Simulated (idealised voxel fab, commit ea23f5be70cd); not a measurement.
Documented hereafter: the process module known as voxel transistor to metal.
Shown is cross-section cut, with a width of 165 nm and square cells of size 5 nm.
Notation: cross-section as square-cell grid; stated in bands, top first, going down; one or more cell rows per band. What a band's entry tells you: where the top is and where the bottom is, as heights in nm, and after that what lies inside, material by material from left to right, each with its width in nm. Empty space is written as the word "blank", and a single material marked with the word "full width" occupies the band from edge to edge. Heights are expressed relative to 0, this being the level below which the as-received wafer comprises one material exclusively. The lowest band is unbounded in the downward direction and is denoted as in "from 0 down". A width such as "30 to 40" changes by the same amount from each row of cells to the next, from the band's top row to its bottom row. A step reported as "changes: none" is a step in which no cell of the cross-section changed. The list in "Cavities, sealed" covers empty spaces of 8 cells or more that cannot reach the top through any open way, and it gives each as width x height at distance; the distance is from the left edge, and width, height and distance are in nm. Formally, on a step line, whatever follows the settings is a remark that the simulator itself makes on the step. Regarding "overlay nm": on a step with a mask, it is the distance the mask lay to the right of its planned place; a negative value places it to the left.

### Planned process steps
- 1: RECEIVE,material Si
- 2: CONFORMAL_DEP,material SiO2,thk nm 5
- 3: CONFORMAL_DEP,material SiN,thk nm 10
- 4: DIRECTIONAL_DEP,material aC,thk nm 15
- 5: PATTERN,tone cover,mask id ACTIVE,material resist,width nm 95,thk nm 30,overlay nm 0
- 6: DIRECTIONAL_ETCH,etch materials aC,depth nm 15
- 7: STRIP,etch materials resist
- 8: DIRECTIONAL_ETCH,etch materials SiN,depth nm 10
- 9: DIRECTIONAL_ETCH,etch materials SiO2,depth nm 5
- 10: DIRECTIONAL_ETCH,etch materials Si,depth nm 20
- 11: STRIP,etch materials aC
- 12: OXIDIZE,depth nm 5
- 13: FILL_DEP,material SiO2,thk nm 15
- 14: CMP,height nm 15
- 15: SELECTIVE_ETCH,etch materials SiO2,depth nm 5
- 16: STRIP,etch materials SiN
- 17: SELECTIVE_ETCH,etch materials SiO2,depth nm 5
- 18: OXIDIZE,depth nm 5
- 19: DIRECTIONAL_DEP,material polySi,thk nm 20
- 20: DIRECTIONAL_DEP,material SiCN,thk nm 15
- 21: PATTERN,tone cover,mask id GATE,material resist,width nm 15,thk nm 20,overlay nm 0
- 22: DIRECTIONAL_ETCH,etch materials SiCN,depth nm 25
- 23: DIRECTIONAL_ETCH,etch materials polySi,depth nm 30
- 24: STRIP,etch materials resist
- 25: CONFORMAL_DEP,material SiN,thk nm 5
- 26: DIRECTIONAL_ETCH,etch materials SiN,depth nm 5
- 27: DIRECTIONAL_ETCH,etch materials SiO2,depth nm 5
- 28: EPI,material SiGe,thk nm 5
- 29: FILL_DEP,material SiO2,thk nm 10
- 30: CMP,height nm 35
- 31: DIRECTIONAL_DEP,material SiO2,thk nm 10
- 32: PATTERN,tone open,mask id CONTACT,material resist,width nm 20,pitch nm 65,thk nm 15,overlay nm 0
- 33: DIRECTIONAL_ETCH,etch materials SiO2,depth nm 45
- 34: STRIP,etch materials resist
- 35: CONFORMAL_DEP,material TiN,thk nm 5
- 36: FILL_DEP,material Ru,thk nm 5
- 37: CMP,height nm 45
- 38: DIRECTIONAL_DEP,material TiN,thk nm 5
- 39: DIRECTIONAL_DEP,material Ru,thk nm 20
- 40: MASKED_ETCH,tone cover,mask id METAL_1,width nm 20,pitch nm 65,etch materials Ru,depth nm 20,overlay nm 0
- 41: MASKED_ETCH,tone cover,mask id METAL_1,width nm 20,pitch nm 65,etch materials TiN,depth nm 5,overlay nm 0
- 42: FILL_DEP,material SiO2,thk nm 10
- 43: CMP,height nm 70
- 44: CONFORMAL_DEP,material SiN,thk nm 5

### As received (post step 1): cross-section
    from 0 down: Si full width
    Cavities, sealed: none

### The module was run from the start shown above using the plan shown above, but one mistake was made doing it; the resulting wafer cross-section is below
    from 75 to 70: polySi full width
    from 70 to 50: SiO2 40, Ru 20, SiO2 45, Ru 20, SiO2 40
    from 50 to 45: SiO2 40, TiN 20, SiO2 45, TiN 20, SiO2 40
    from 45 to 35: SiO2 40, TiN 5, Ru 10, TiN 5, SiO2 45, TiN 5, Ru 10, TiN 5, SiO2 40
    from 35 to 20: SiO2 40, TiN 5, Ru 10, TiN 5, SiO2 10, SiN 5, SiCN 15, SiN 5, SiO2 10, TiN 5, Ru 10, TiN 5, SiO2 40
    from 20 to 5: SiO2 40, TiN 5, Ru 10, TiN 5, SiO2 10, SiN 5, polySi 15, SiN 5, SiO2 10, TiN 5, Ru 10, TiN 5, SiO2 40
    from 5 to 0: SiO2 30, SiN 5, SiO2 5, TiN 20, SiO2 10, SiN 5, polySi 15, SiN 5, SiO2 10, TiN 20, SiO2 5, SiN 5, SiO2 30
    from 0 to -5: SiO2 35, SiGe 35, SiO2 25, SiGe 35, SiO2 35
    from -5 to -25: SiO2 40, Si 85, SiO2 40
    from -25 down: Si full width
    Cavities, sealed: none
Diagnosis: heads up, step 44 didn't go per plan, it actually ran as CONFORMAL_DEP,material polySi,thk nm 5
